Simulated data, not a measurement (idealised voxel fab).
Module name: voxel transistor to metal (process module)
The cross-section shown here is cut; it is 195 nm wide and divided into square cells measuring 5 nm on a side.
Cross-section layout: square cells on a grid; listed as bands, top to bottom; a band spans one or more cell rows.
Look at the band entry: it leads with the top's height and the bottom's height in nm. Then it lists the materials left to right, with a width in nm for each. The word "everywhere" on a single material says that material fills the band edge to edge. The word "empty" is empty space.
Height reference: 0 = level under which incoming wafer is all one material. Lowest band: no bottom, runs on downward, e.g. "0 nm and below".
The two numbers in a width such as "30->40" mark its ends across the band: the first belongs to the top row of cells, the second to the bottom row, and from each row to the next the width moves by the same amount.
"left unchanged" for a step: no cell of the cross-section changed in that step.
Entry "Closed cavity list". Content: empty spaces with no open connection to the top, size 8 cells or greater. Each: width x height at distance. Distance: from left edge. Unit: nm.
On each step's line, the part that comes after the settings is the simulator's own comment on the step.
On any step carrying a mask, the "overlay nm" setting, if present on the step's line, tells how far right of its planned place the mask lay; negative values point to the left.
Pairs, read this way: before one process step on the one hand, after it on the other, the after cross-section ending at the lowest band that changed; the step between, settings included, beneath. Same starting wafer throughout, but possibly different runs of this module, so no pair continues from the pair above unless its entry headed "Geometry before processing" says so.

## Geometry before processing
  30 nm to 15 nm: SiO2 50 nm, then TiN 5 nm, then Ru 5 nm, then TiN 5 nm, then SiO2 60 nm, then TiN 5 nm, then Ru 5 nm, then TiN 5 nm, then SiO2 55 nm
  15 nm to 10 nm: SiO2 50 nm, then TiN 15 nm, then SiO2 10 nm, then SiN 5 nm, then HfO2 5 nm, then TiN 5 nm, then W 10 nm, then TiN 5 nm, then HfO2 5 nm, then SiN 5 nm, then SiO2 10 nm, then TiN 15 nm, then SiO2 55 nm
  10 nm to 5 nm: SiO2 35 nm, then nSi 40 nm, then SiN 5 nm, then HfO2 5 nm, then TiN 5 nm, then W 10 nm, then TiN 5 nm, then HfO2 5 nm, then SiN 5 nm, then nSi 40 nm, then SiO2 40 nm
  5 nm to 0 nm: SiO2 35 nm, then SiN 5 nm, then nSi 35 nm, then SiN 5 nm, then HfO2 5 nm, then TiN 20 nm, then HfO2 5 nm, then SiN 5 nm, then nSi 35 nm, then SiN 5 nm, then SiO2 40 nm
  0 nm to -5 nm: SiO2 40 nm, then nSi 35 nm, then HfO2 40 nm, then nSi 35 nm, then SiO2 45 nm
  -5 nm to -20 nm: SiO2 40 nm, then Si 110 nm, then SiO2 45 nm
  -20 nm and below: Si everywhere
  Closed cavity list: none

## Cross-Section After Step
  35 nm to 30 nm: TiN everywhere
  Below 30, no change.
  Closed cavity list: none
Relating the two cross-sections above, the step in between is DIRECTIONAL_DEP,material TiN,thk nm 5

Geometry before processing: as in the pair right above, post-step view.

## Cross-Section After Step
  55 nm to 35 nm: Ru everywhere
  Below 35, no change.
  Closed cavity list: none
Relating the two cross-sections above, the step in between is DIRECTIONAL_DEP,material Ru,thk nm 20

Geometry before processing: as in the pair right above, post-step view.

## Cross-Section After Step
  55 nm to 35 nm: empty 50 nm, then Ru 15 nm, then empty 60 nm, then Ru 15 nm, then empty 55 nm
  Below 35, no change.
  Closed cavity list: none
Relating the two cross-sections above, the step in between is MASKED_ETCH,tone cover,mask id METAL_1,width nm 15,pitch nm 75,etch materials Ru,depth nm 20,overlay nm 0

Geometry before processing: as in the pair right above, post-step view.

## Cross-Section After Step
  55 nm to 35 nm: empty 50 nm, then Ru 15 nm, then empty 60 nm, then Ru 15 nm, then empty 55 nm
  35 nm to 30 nm: empty 50 nm, then TiN 15 nm, then empty 60 nm, then TiN 15 nm, then empty 55 nm
  Below 30, no change.
  Closed cavity list: none
Relating the two cross-sections above, the step in between is MASKED_ETCH,tone cover,mask id METAL_1,width nm 15,pitch nm 75,etch materials TiN,depth nm 5,overlay nm 0

Geometry before processing: as in the pair right above, post-step view.

## Cross-Section After Step
  60 nm to 55 nm: lowk everywhere
  55 nm to 35 nm: lowk 50 nm, then Ru 15 nm, then lowk 60 nm, then Ru 15 nm, then lowk 55 nm
  35 nm to 30 nm: lowk 50 nm, then TiN 15 nm, then lowk 60 nm, then TiN 15 nm, then lowk 55 nm
  Below 30, no change.
  Closed cavity list: none
Relating the two cross-sections above, the step in between is FILL_DEP,material lowk,thk nm 5

Geometry before processing: as in the pair right above, post-step view.

## Cross-Section After Step
  55 nm to 35 nm: lowk 50 nm, then Ru 15 nm, then lowk 60 nm, then Ru 15 nm, then lowk 55 nm
  Below 35, no change.
  Closed cavity list: none
Relating the two cross-sections above, the step in between is CMP,height nm 55

Geometry before processing: as in the pair right above, post-step view.

## Cross-Section After Step
  60 nm to 55 nm: SiCN everywhere
  Below 55, no change.
  Closed cavity list: none
Relating the two cross-sections above, the step in between is CONFORMAL_DEP,material SiCN,thk nm 5

Geometry before processing: as in the pair right above, post-step view.

## Cross-Section After Step
  95 nm to 60 nm: lowk everywhere
  Below 60, no change.
  Closed cavity list: none
Relating the two cross-sections above, the step in between is DIRECTIONAL_DEP,material lowk,thk nm 35

Geometry before processing: as in the pair right above, post-step view.

## Cross-Section After Step
  110 nm to 95 nm: aC everywhere
  Below 95, no change.
  Closed cavity list: none
Relating the two cross-sections above, the step in between is DIRECTIONAL_DEP,material aC,thk nm 15

Geometry before processing: as in the pair right above, post-step view.

## Cross-Section After Step
  145 nm to 110 nm: resist 50 nm, then empty 15 nm, then resist 60 nm, then empty 15 nm, then resist 55 nm
  Below 110, no change.
  Closed cavity list: none
Relating the two cross-sections above, the step in between is PATTERN,tone open,mask id METAL_2,material resist,width nm 15,pitch nm 75,thk nm 35,overlay nm 0

Geometry before processing: as in the pair right above, post-step view.

## Cross-Section After Step
  130 nm to 110 nm: resist 50 nm, then empty 15 nm, then resist 60 nm, then empty 15 nm, then resist 55 nm
  110 nm to 95 nm: aC 50 nm, then empty 15 nm, then aC 60 nm, then empty 15 nm, then aC 55 nm
  Below 95, no change.
  Closed cavity list: none
Relating the two cross-sections above, the step in between is DIRECTIONAL_ETCH,etch materials aC,depth nm 15

Geometry before processing: as in the pair right above, post-step view.

## Cross-Section After Step
  110 nm to 95 nm: aC 50 nm, then empty 15 nm, then aC 60 nm, then empty 15 nm, then aC 55 nm
  Below 95, no change.
  Closed cavity list: none
Relating the two cross-sections above, the step in between is STRIP,etch materials resist

Geometry before processing: as in the pair right above, post-step view.

## Cross-Section After Step
  110 nm to 95 nm: aC 50 nm, then empty 15 nm, then aC 60 nm, then empty 15 nm, then aC 55 nm
  95 nm to 75 nm: lowk 50 nm, then empty 15 nm, then lowk 60 nm, then empty 15 nm, then lowk 55 nm
  Below 75, no change.
  Closed cavity list: none
Relating the two cross-sections above, the step in between is DIRECTIONAL_ETCH,etch materials lowk,depth nm 20

Geometry before processing: as in the pair right above, post-step view.

## Cross-Section After Step
  95 nm to 75 nm: lowk 50 nm, then empty 15 nm, then lowk 60 nm, then empty 15 nm, then lowk 55 nm
  Below 75, no change.
  Closed cavity list: none
Relating the two cross-sections above, the step in between is STRIP,etch materials aC

Geometry before processing: as in the pair right above, post-step view.

## Cross-Section After Step
  110 nm to 95 nm: aC 50 nm, then empty 15 nm, then aC 60 nm, then empty 15 nm, then aC 55 nm
  95 nm to 90 nm: lowk 50 nm, then empty 15 nm, then lowk 60 nm, then empty 15 nm, then lowk 55 nm
  90 nm to 75 nm: lowk 50 nm, then aC 15 nm, then lowk 60 nm, then aC 15 nm, then lowk 55 nm
  Below 75, no change.
  Closed cavity list: none
Relating the two cross-sections above, the step in between is DIRECTIONAL_DEP,material aC,thk nm 15

Geometry before processing: as in the pair right above, post-step view.

## Cross-Section After Step
  145 nm to 110 nm: resist 50 nm, then empty 15 nm, then resist 60 nm, then empty 15 nm, then resist 55 nm
  Below 110, no change.
  Closed cavity list: none
Relating the two cross-sections above, the step in between is PATTERN,tone open,mask id METAL_2_HOLES,material resist,width nm 15,pitch nm 75,thk nm 35,overlay nm 0

Geometry before processing: as in the pair right above, post-step view.

## Cross-Section After Step
  130 nm to 110 nm: resist 50 nm, then empty 15 nm, then resist 60 nm, then empty 15 nm, then resist 55 nm
  110 nm to 95 nm: aC 50 nm, then empty 15 nm, then aC 60 nm, then empty 15 nm, then aC 55 nm
  95 nm to 75 nm: lowk 50 nm, then empty 15 nm, then lowk 60 nm, then empty 15 nm, then lowk 55 nm
  Below 75, no change.
  Closed cavity list: none
Relating the two cross-sections above, the step in between is DIRECTIONAL_ETCH,etch materials aC,depth nm 15

Geometry before processing: as in the pair right above, post-step view.

## Cross-Section After Step
  110 nm to 95 nm: aC 50 nm, then empty 15 nm, then aC 60 nm, then empty 15 nm, then aC 55 nm
  Below 95, no change.
  Closed cavity list: none
Relating the two cross-sections above, the step in between is STRIP,etch materials resist

Geometry before processing: as in the pair right above, post-step view.

## Cross-Section After Step
  110 nm to 95 nm: aC 50 nm, then empty 15 nm, then aC 60 nm, then empty 15 nm, then aC 55 nm
  95 nm to 60 nm: lowk 50 nm, then empty 15 nm, then lowk 60 nm, then empty 15 nm, then lowk 55 nm
  Below 60, no change.
  Closed cavity list: none
Relating the two cross-sections above, the step in between is DIRECTIONAL_ETCH,etch materials lowk,depth nm 15

Geometry before processing: as in the pair right above, post-step view.

## Cross-Section After Step
  110 nm to 95 nm: aC 50 nm, then empty 15 nm, then aC 60 nm, then empty 15 nm, then aC 55 nm
  95 nm to 60 nm: lowk 50 nm, then empty 15 nm, then lowk 60 nm, then empty 15 nm, then lowk 55 nm
  60 nm to 55 nm: SiCN 50 nm, then empty 15 nm, then SiCN 60 nm, then empty 15 nm, then SiCN 55 nm
  Below 55, no change.
  Closed cavity list: none
Relating the two cross-sections above, the step in between is DIRECTIONAL_ETCH,etch materials SiCN,depth nm 5

Geometry before processing: as in the pair right above, post-step view.

## Cross-Section After Step
  95 nm to 60 nm: lowk 50 nm, then empty 15 nm, then lowk 60 nm, then empty 15 nm, then lowk 55 nm
  Below 60, no change.
  Closed cavity list: none
Relating the two cross-sections above, the step in between is STRIP,etch materials aC

Geometry before processing: as in the pair right above, post-step view.

## Cross-Section After Step
  100 nm to 95 nm: TiN 55 nm, then empty 5 nm, then TiN 70 nm, then empty 5 nm, then TiN 60 nm
  95 nm to 60 nm: lowk 50 nm, then TiN 5 nm, then empty 5 nm, then TiN 5 nm, then lowk 60 nm, then TiN 5 nm, then empty 5 nm, then TiN 5 nm, then lowk 55 nm
  60 nm to 55 nm: SiCN 50 nm, then TiN 15 nm, then SiCN 60 nm, then TiN 15 nm, then SiCN 55 nm
  Below 55, no change.
  Closed cavity list: none
Relating the two cross-sections above, the step in between is CONFORMAL_DEP,material TiN,thk nm 5

Geometry before processing: as in the pair right above, post-step view.

## Cross-Section After Step
  105 nm to 100 nm: Ru everywhere
  100 nm to 95 nm: TiN 55 nm, then Ru 5 nm, then TiN 70 nm, then Ru 5 nm, then TiN 60 nm
  95 nm to 60 nm: lowk 50 nm, then TiN 5 nm, then Ru 5 nm, then TiN 5 nm, then lowk 60 nm, then TiN 5 nm, then Ru 5 nm, then TiN 5 nm, then lowk 55 nm
  Below 60, no change.
  Closed cavity list: none
Relating the two cross-sections above, the step in between is FILL_DEP,material Ru,thk nm 5

Geometry before processing: as in the pair right above, post-step view.

## Cross-Section After Step
  95 nm to 60 nm: lowk 50 nm, then TiN 5 nm, then Ru 5 nm, then TiN 5 nm, then lowk 60 nm, then TiN 5 nm, then Ru 5 nm, then TiN 5 nm, then lowk 55 nm
  Below 60, no change.
  Closed cavity list: none
Relating the two cross-sections above, the step in between is CMP,height nm 95

Geometry before processing: as in the pair right above, post-step view.

## Cross-Section After Step
  100 nm to 95 nm: SiN everywhere
  Below 95, no change.
  Closed cavity list: none
Relating the two cross-sections above, the step in between is CONFORMAL_DEP,material SiN,thk nm 5

## Geometry before processing
  55 nm to 35 nm: Ru everywhere
  35 nm to 30 nm: TiN everywhere
  30 nm to 15 nm: SiO2 50 nm, then TiN 5 nm, then Ru 5 nm, then TiN 5 nm, then SiO2 60 nm, then TiN 5 nm, then Ru 5 nm, then TiN 5 nm, then SiO2 55 nm
  15 nm to 5 nm: SiO2 50 nm, then TiN 5 nm, then Ru 5 nm, then TiN 5 nm, then SiO2 10 nm, then SiN 5 nm, then HfO2 5 nm, then TiN 5 nm, then W 10 nm, then TiN 5 nm, then HfO2 5 nm, then SiN 5 nm, then SiO2 10 nm, then TiN 5 nm, then Ru 5 nm, then TiN 5 nm, then SiO2 55 nm
  5 nm to 0 nm: SiO2 35 nm, then SiN 5 nm, then SiO2 10 nm, then TiN 15 nm, then SiO2 10 nm, then SiN 5 nm, then HfO2 5 nm, then TiN 20 nm, then HfO2 5 nm, then SiN 5 nm, then SiO2 10 nm, then TiN 15 nm, then SiO2 10 nm, then SiN 5 nm, then SiO2 40 nm
  0 nm to -5 nm: SiO2 40 nm, then nSi 35 nm, then HfO2 40 nm, then nSi 35 nm, then SiO2 45 nm
  -5 nm to -20 nm: SiO2 40 nm, then Si 110 nm, then SiO2 45 nm
  -20 nm and below: Si everywhere
  Closed cavity list: none

## Cross-Section After Step
  55 nm to 35 nm: empty 50 nm, then Ru 20 nm, then empty 55 nm, then Ru 20 nm, then empty 50 nm
  Below 35, no change.
  Closed cavity list: none
Relating the two cross-sections above, the step in between is MASKED_ETCH,tone cover,mask id METAL_1,width nm 20,pitch nm 75,etch materials Ru,depth nm 20,overlay nm 0

Geometry before processing: as in the pair right above, post-step view.

## Cross-Section After Step
  55 nm to 35 nm: empty 50 nm, then Ru 20 nm, then empty 55 nm, then Ru 20 nm, then empty 50 nm
  35 nm to 30 nm: empty 50 nm, then TiN 20 nm, then empty 55 nm, then TiN 20 nm, then empty 50 nm
  Below 30, no change.
  Closed cavity list: none
Relating the two cross-sections above, the step in between is MASKED_ETCH,tone cover,mask id METAL_1,width nm 15,pitch nm 75,etch materials TiN,depth nm 5,overlay nm 0

Geometry before processing: as in the pair right above, post-step view.

## Cross-Section After Step
  60 nm to 55 nm: lowk everywhere
  55 nm to 35 nm: lowk 50 nm, then Ru 20 nm, then lowk 55 nm, then Ru 20 nm, then lowk 50 nm
  35 nm to 30 nm: lowk 50 nm, then TiN 20 nm, then lowk 55 nm, then TiN 20 nm, then lowk 50 nm
  Below 30, no change.
  Closed cavity list: none
Relating the two cross-sections above, the step in between is FILL_DEP,material lowk,thk nm 5

Geometry before processing: as in the pair right above, post-step view.

## Cross-Section After Step
  55 nm to 35 nm: lowk 50 nm, then Ru 20 nm, then lowk 55 nm, then Ru 20 nm, then lowk 50 nm
  Below 35, no change.
  Closed cavity list: none
Relating the two cross-sections above, the step in between is CMP,height nm 55

Geometry before processing: as in the pair right above, post-step view.

## Cross-Section After Step
  60 nm to 55 nm: SiCN everywhere
  Below 55, no change.
  Closed cavity list: none
Relating the two cross-sections above, the step in between is CONFORMAL_DEP,material SiCN,thk nm 5

Geometry before processing: as in the pair right above, post-step view.

## Cross-Section After Step
  95 nm to 60 nm: lowk everywhere
  Below 60, no change.
  Closed cavity list: none
Relating the two cross-sections above, the step in between is DIRECTIONAL_DEP,material lowk,thk nm 35

Geometry before processing: as in the pair right above, post-step view.

## Cross-Section After Step
  110 nm to 95 nm: aC everywhere
  Below 95, no change.
  Closed cavity list: none
Relating the two cross-sections above, the step in between is DIRECTIONAL_DEP,material aC,thk nm 15

Geometry before processing: as in the pair right above, post-step view.

## Cross-Section After Step
  145 nm to 110 nm: resist 50 nm, then empty 15 nm, then resist 60 nm, then empty 15 nm, then resist 55 nm
  Below 110, no change.
  Closed cavity list: none
Relating the two cross-sections above, the step in between is PATTERN,tone open,mask id METAL_2,material resist,width nm 15,pitch nm 75,thk nm 35,overlay nm 0

Geometry before processing: as in the pair right above, post-step view.

## Cross-Section After Step
  130 nm to 110 nm: resist 50 nm, then empty 15 nm, then resist 60 nm, then empty 15 nm, then resist 55 nm
  110 nm to 95 nm: aC 50 nm, then empty 15 nm, then aC 60 nm, then empty 15 nm, then aC 55 nm
  Below 95, no change.
  Closed cavity list: none
Relating the two cross-sections above, the step in between is DIRECTIONAL_ETCH,etch materials aC,depth nm 15

Geometry before processing: as in the pair right above, post-step view.

## Cross-Section After Step
  110 nm to 95 nm: aC 50 nm, then empty 15 nm, then aC 60 nm, then empty 15 nm, then aC 55 nm
  Below 95, no change.
  Closed cavity list: none
Relating the two cross-sections above, the step in between is STRIP,etch materials resist

Geometry before processing: as in the pair right above, post-step view.

## Cross-Section After Step
  110 nm to 95 nm: aC 50 nm, then empty 15 nm, then aC 60 nm, then empty 15 nm, then aC 55 nm
  95 nm to 75 nm: lowk 50 nm, then empty 15 nm, then lowk 60 nm, then empty 15 nm, then lowk 55 nm
  Below 75, no change.
  Closed cavity list: none
Relating the two cross-sections above, the step in between is DIRECTIONAL_ETCH,etch materials lowk,depth nm 20

Geometry before processing: as in the pair right above, post-step view.

## Cross-Section After Step
  95 nm to 75 nm: lowk 50 nm, then empty 15 nm, then lowk 60 nm, then empty 15 nm, then lowk 55 nm
  Below 75, no change.
  Closed cavity list: none
Relating the two cross-sections above, the step in between is STRIP,etch materials aC

Geometry before processing: as in the pair right above, post-step view.

## Cross-Section After Step
  110 nm to 95 nm: aC 50 nm, then empty 15 nm, then aC 60 nm, then empty 15 nm, then aC 55 nm
  95 nm to 90 nm: lowk 50 nm, then empty 15 nm, then lowk 60 nm, then empty 15 nm, then lowk 55 nm
  90 nm to 75 nm: lowk 50 nm, then aC 15 nm, then lowk 60 nm, then aC 15 nm, then lowk 55 nm
  Below 75, no change.
  Closed cavity list: none
Relating the two cross-sections above, the step in between is DIRECTIONAL_DEP,material aC,thk nm 15

Geometry before processing: as in the pair right above, post-step view.

## Cross-Section After Step
  145 nm to 110 nm: resist 50 nm, then empty 15 nm, then resist 60 nm, then empty 15 nm, then resist 55 nm
  Below 110, no change.
  Closed cavity list: none
Relating the two cross-sections above, the step in between is PATTERN,tone open,mask id METAL_2_HOLES,material resist,width nm 15,pitch nm 75,thk nm 35,overlay nm 0

Geometry before processing: as in the pair right above, post-step view.

## Cross-Section After Step
  130 nm to 110 nm: resist 50 nm, then empty 15 nm, then resist 60 nm, then empty 15 nm, then resist 55 nm
  110 nm to 95 nm: aC 50 nm, then empty 15 nm, then aC 60 nm, then empty 15 nm, then aC 55 nm
  95 nm to 75 nm: lowk 50 nm, then empty 15 nm, then lowk 60 nm, then empty 15 nm, then lowk 55 nm
  Below 75, no change.
  Closed cavity list: none
Relating the two cross-sections above, the step in between is DIRECTIONAL_ETCH,etch materials aC,depth nm 15

Geometry before processing: as in the pair right above, post-step view.

## Cross-Section After Step
  110 nm to 95 nm: aC 50 nm, then empty 15 nm, then aC 60 nm, then empty 15 nm, then aC 55 nm
  Below 95, no change.
  Closed cavity list: none
Relating the two cross-sections above, the step in between is STRIP,etch materials resist

Geometry before processing: as in the pair right above, post-step view.

## Cross-Section After Step
  110 nm to 95 nm: aC 50 nm, then empty 15 nm, then aC 60 nm, then empty 15 nm, then aC 55 nm
  95 nm to 60 nm: lowk 50 nm, then empty 15 nm, then lowk 60 nm, then empty 15 nm, then lowk 55 nm
  Below 60, no change.
  Closed cavity list: none
Relating the two cross-sections above, the step in between is DIRECTIONAL_ETCH,etch materials lowk,depth nm 15

Geometry before processing: as in the pair right above, post-step view.

## Cross-Section After Step
  110 nm to 95 nm: aC 50 nm, then empty 15 nm, then aC 60 nm, then empty 15 nm, then aC 55 nm
  95 nm to 60 nm: lowk 50 nm, then empty 15 nm, then lowk 60 nm, then empty 15 nm, then lowk 55 nm
  60 nm to 55 nm: SiCN 50 nm, then empty 15 nm, then SiCN 60 nm, then empty 15 nm, then SiCN 55 nm
  Below 55, no change.
  Closed cavity list: none
Relating the two cross-sections above, the step in between is DIRECTIONAL_ETCH,etch materials SiCN,depth nm 5

Geometry before processing: as in the pair right above, post-step view.

## Cross-Section After Step
  95 nm to 60 nm: lowk 50 nm, then empty 15 nm, then lowk 60 nm, then empty 15 nm, then lowk 55 nm
  Below 60, no change.
  Closed cavity list: none
Relating the two cross-sections above, the step in between is STRIP,etch materials aC

Geometry before processing: as in the pair right above, post-step view.

## Cross-Section After Step
  100 nm to 95 nm: TiN 55 nm, then empty 5 nm, then TiN 70 nm, then empty 5 nm, then TiN 60 nm
  95 nm to 60 nm: lowk 50 nm, then TiN 5 nm, then empty 5 nm, then TiN 5 nm, then lowk 60 nm, then TiN 5 nm, then empty 5 nm, then TiN 5 nm, then lowk 55 nm
  60 nm to 55 nm: SiCN 50 nm, then TiN 15 nm, then SiCN 60 nm, then TiN 15 nm, then SiCN 55 nm
  Below 55, no change.
  Closed cavity list: none
Relating the two cross-sections above, the step in between is CONFORMAL_DEP,material TiN,thk nm 5

Geometry before processing: as in the pair right above, post-step view.

## Cross-Section After Step
  105 nm to 100 nm: Ru everywhere
  100 nm to 95 nm: TiN 55 nm, then Ru 5 nm, then TiN 70 nm, then Ru 5 nm, then TiN 60 nm
  95 nm to 60 nm: lowk 50 nm, then TiN 5 nm, then Ru 5 nm, then TiN 5 nm, then lowk 60 nm, then TiN 5 nm, then Ru 5 nm, then TiN 5 nm, then lowk 55 nm
  Below 60, no change.
  Closed cavity list: none
Relating the two cross-sections above, the step in between is FILL_DEP,material Ru,thk nm 5

Geometry before processing: as in the pair right above, post-step view.

## Cross-Section After Step
  95 nm to 60 nm: lowk 50 nm, then TiN 5 nm, then Ru 5 nm, then TiN 5 nm, then lowk 60 nm, then TiN 5 nm, then Ru 5 nm, then TiN 5 nm, then lowk 55 nm
  Below 60, no change.
  Closed cavity list: none
Relating the two cross-sections above, the step in between is CMP,height nm 95

Geometry before processing: as in the pair right above, post-step view.

## Cross-Section After Step
  100 nm to 95 nm: SiN everywhere
  Below 95, no change.
  Closed cavity list: none
Relating the two cross-sections above, the step in between is CONFORMAL_DEP,material SiN,thk nm 5

## Geometry before processing
  45 nm to 30 nm: aC everywhere
  30 nm to 15 nm: SiO2 everywhere
  15 nm to 5 nm: SiO2 75 nm, then SiN 5 nm, then HfO2 5 nm, then TiN 5 nm, then W 10 nm, then TiN 5 nm, then HfO2 5 nm, then SiN 5 nm, then SiO2 80 nm
  5 nm to 0 nm: SiO2 35 nm, then SiN 5 nm, then SiO2 35 nm, then SiN 5 nm, then HfO2 5 nm, then TiN 20 nm, then HfO2 5 nm, then SiN 5 nm, then SiO2 35 nm, then SiN 5 nm, then SiO2 40 nm
  0 nm to -5 nm: SiO2 40 nm, then nSi 35 nm, then HfO2 40 nm, then nSi 35 nm, then SiO2 45 nm
  -5 nm to -20 nm: SiO2 40 nm, then Si 110 nm, then SiO2 45 nm
  -20 nm and below: Si everywhere
  Closed cavity list: none

## Cross-Section After Step
  80 nm to 45 nm: resist 45 nm, then empty 15 nm, then resist 60 nm, then empty 15 nm, then resist 60 nm
  Below 45, no change.
  Closed cavity list: none
Relating the two cross-sections above, the step in between is PATTERN,tone open,mask id CONTACT,material resist,width nm 15,pitch nm 75,thk nm 35,overlay nm -5

Geometry before processing: as in the pair right above, post-step view.

## Cross-Section After Step
  65 nm to 45 nm: resist 45 nm, then empty 15 nm, then resist 60 nm, then empty 15 nm, then resist 60 nm
  45 nm to 30 nm: aC 45 nm, then empty 15 nm, then aC 60 nm, then empty 15 nm, then aC 60 nm
  Below 30, no change.
  Closed cavity list: none
Relating the two cross-sections above, the step in between is DIRECTIONAL_ETCH,etch materials aC,depth nm 15

Geometry before processing: as in the pair right above, post-step view.

## Cross-Section After Step
  45 nm to 30 nm: aC 45 nm, then empty 15 nm, then aC 60 nm, then empty 15 nm, then aC 60 nm
  Below 30, no change.
  Closed cavity list: none
Relating the two cross-sections above, the step in between is STRIP,etch materials resist

Geometry before processing: as in the pair right above, post-step view.

## Cross-Section After Step
  45 nm to 30 nm: aC 45 nm, then empty 15 nm, then aC 60 nm, then empty 15 nm, then aC 60 nm
  30 nm to 15 nm: SiO2 45 nm, then empty 15 nm, then SiO2 60 nm, then empty 15 nm, then SiO2 60 nm
  15 nm to 5 nm: SiO2 45 nm, then empty 15 nm, then SiO2 15 nm, then SiN 5 nm, then HfO2 5 nm, then TiN 5 nm, then W 10 nm, then TiN 5 nm, then HfO2 5 nm, then SiN 5 nm, then SiO2 5 nm, then empty 15 nm, then SiO2 60 nm
  5 nm to 0 nm: SiO2 35 nm, then SiN 5 nm, then SiO2 5 nm, then empty 15 nm, then SiO2 15 nm, then SiN 5 nm, then HfO2 5 nm, then TiN 20 nm, then HfO2 5 nm, then SiN 5 nm, then SiO2 5 nm, then empty 15 nm, then SiO2 15 nm, then SiN 5 nm, then SiO2 40 nm
  Below 0, no change.
  Closed cavity list: none
Relating the two cross-sections above, the step in between is DIRECTIONAL_ETCH,etch materials SiO2,depth nm 30

Geometry before processing: as in the pair right above, post-step view.

## Cross-Section After Step
  30 nm to 15 nm: SiO2 45 nm, then empty 15 nm, then SiO2 60 nm, then empty 15 nm, then SiO2 60 nm
  Below 15, no change.
  Closed cavity list: none
Relating the two cross-sections above, the step in between is STRIP,etch materials aC

Geometry before processing: as in the pair right above, post-step view.

## Cross-Section After Step
  35 nm to 30 nm: TiN 50 nm, then empty 5 nm, then TiN 70 nm, then empty 5 nm, then TiN 65 nm
  30 nm to 15 nm: SiO2 45 nm, then TiN 5 nm, then empty 5 nm, then TiN 5 nm, then SiO2 60 nm, then TiN 5 nm, then empty 5 nm, then TiN 5 nm, then SiO2 60 nm
  15 nm to 5 nm: SiO2 45 nm, then TiN 5 nm, then empty 5 nm, then TiN 5 nm, then SiO2 15 nm, then SiN 5 nm, then HfO2 5 nm, then TiN 5 nm, then W 10 nm, then TiN 5 nm, then HfO2 5 nm, then SiN 5 nm, then SiO2 5 nm, then TiN 5 nm, then empty 5 nm, then TiN 5 nm, then SiO2 60 nm
  5 nm to 0 nm: SiO2 35 nm, then SiN 5 nm, then SiO2 5 nm, then TiN 15 nm, then SiO2 15 nm, then SiN 5 nm, then HfO2 5 nm, then TiN 20 nm, then HfO2 5 nm, then SiN 5 nm, then SiO2 5 nm, then TiN 15 nm, then SiO2 15 nm, then SiN 5 nm, then SiO2 40 nm
  Below 0, no change.
  Closed cavity list: none
Relating the two cross-sections above, the step in between is CONFORMAL_DEP,material TiN,thk nm 5

Geometry before processing: as in the pair right above, post-step view.

## Cross-Section After Step
  45 nm to 35 nm: Ru everywhere
  35 nm to 30 nm: TiN 50 nm, then Ru 5 nm, then TiN 70 nm, then Ru 5 nm, then TiN 65 nm
  30 nm to 15 nm: SiO2 45 nm, then TiN 5 nm, then Ru 5 nm, then TiN 5 nm, then SiO2 60 nm, then TiN 5 nm, then Ru 5 nm, then TiN 5 nm, then SiO2 60 nm
  15 nm to 5 nm: SiO2 45 nm, then TiN 5 nm, then Ru 5 nm, then TiN 5 nm, then SiO2 15 nm, then SiN 5 nm, then HfO2 5 nm, then TiN 5 nm, then W 10 nm, then TiN 5 nm, then HfO2 5 nm, then SiN 5 nm, then SiO2 5 nm, then TiN 5 nm, then Ru 5 nm, then TiN 5 nm, then SiO2 60 nm
  Below 5, no change.
  Closed cavity list: none
Relating the two cross-sections above, the step in between is FILL_DEP,material Ru,thk nm 10

Geometry before processing: as in the pair right above, post-step view.

## Cross-Section After Step
  30 nm to 15 nm: SiO2 45 nm, then TiN 5 nm, then Ru 5 nm, then TiN 5 nm, then SiO2 60 nm, then TiN 5 nm, then Ru 5 nm, then TiN 5 nm, then SiO2 60 nm
  Below 15, no change.
  Closed cavity list: none
Relating the two cross-sections above, the step in between is CMP,height nm 30

Geometry before processing: as in the pair right above, post-step view.

## Cross-Section After Step
  35 nm to 30 nm: TiN everywhere
  Below 30, no change.
  Closed cavity list: none
Relating the two cross-sections above, the step in between is DIRECTIONAL_DEP,material TiN,thk nm 5

Geometry before processing: as in the pair right above, post-step view.

## Cross-Section After Step
  55 nm to 35 nm: Ru everywhere
  Below 35, no change.
  Closed cavity list: none
Relating the two cross-sections above, the step in between is DIRECTIONAL_DEP,material Ru,thk nm 20

Geometry before processing: as in the pair right above, post-step view.

## Cross-Section After Step
  55 nm to 35 nm: empty 50 nm, then Ru 15 nm, then empty 60 nm, then Ru 15 nm, then empty 55 nm
  Below 35, no change.
  Closed cavity list: none
Relating the two cross-sections above, the step in between is MASKED_ETCH,tone cover,mask id METAL_1,width nm 15,pitch nm 75,etch materials Ru,depth nm 20,overlay nm 0

Geometry before processing: as in the pair right above, post-step view.

## Cross-Section After Step
  55 nm to 35 nm: empty 50 nm, then Ru 15 nm, then empty 60 nm, then Ru 15 nm, then empty 55 nm
  35 nm to 30 nm: empty 50 nm, then TiN 15 nm, then empty 60 nm, then TiN 15 nm, then empty 55 nm
  Below 30, no change.
  Closed cavity list: none
Relating the two cross-sections above, the step in between is MASKED_ETCH,tone cover,mask id METAL_1,width nm 15,pitch nm 75,etch materials TiN,depth nm 5,overlay nm 0

Geometry before processing: as in the pair right above, post-step view.

## Cross-Section After Step
  60 nm to 55 nm: lowk everywhere
  55 nm to 35 nm: lowk 50 nm, then Ru 15 nm, then lowk 60 nm, then Ru 15 nm, then lowk 55 nm
  35 nm to 30 nm: lowk 50 nm, then TiN 15 nm, then lowk 60 nm, then TiN 15 nm, then lowk 55 nm
  Below 30, no change.
  Closed cavity list: none
Relating the two cross-sections above, the step in between is FILL_DEP,material lowk,thk nm 5

Geometry before processing: as in the pair right above, post-step view.

## Cross-Section After Step
  55 nm to 35 nm: lowk 50 nm, then Ru 15 nm, then lowk 60 nm, then Ru 15 nm, then lowk 55 nm
  Below 35, no change.
  Closed cavity list: none
Relating the two cross-sections above, the step in between is CMP,height nm 55

Geometry before processing: as in the pair right above, post-step view.

## Cross-Section After Step
  60 nm to 55 nm: SiCN everywhere
  Below 55, no change.
  Closed cavity list: none
Relating the two cross-sections above, the step in between is CONFORMAL_DEP,material SiCN,thk nm 5

Geometry before processing: as in the pair right above, post-step view.

## Cross-Section After Step
  95 nm to 60 nm: lowk everywhere
  Below 60, no change.
  Closed cavity list: none
Relating the two cross-sections above, the step in between is DIRECTIONAL_DEP,material lowk,thk nm 35

Geometry before processing: as in the pair right above, post-step view.

## Cross-Section After Step
  110 nm to 95 nm: aC everywhere
  Below 95, no change.
  Closed cavity list: none
Relating the two cross-sections above, the step in between is DIRECTIONAL_DEP,material aC,thk nm 15
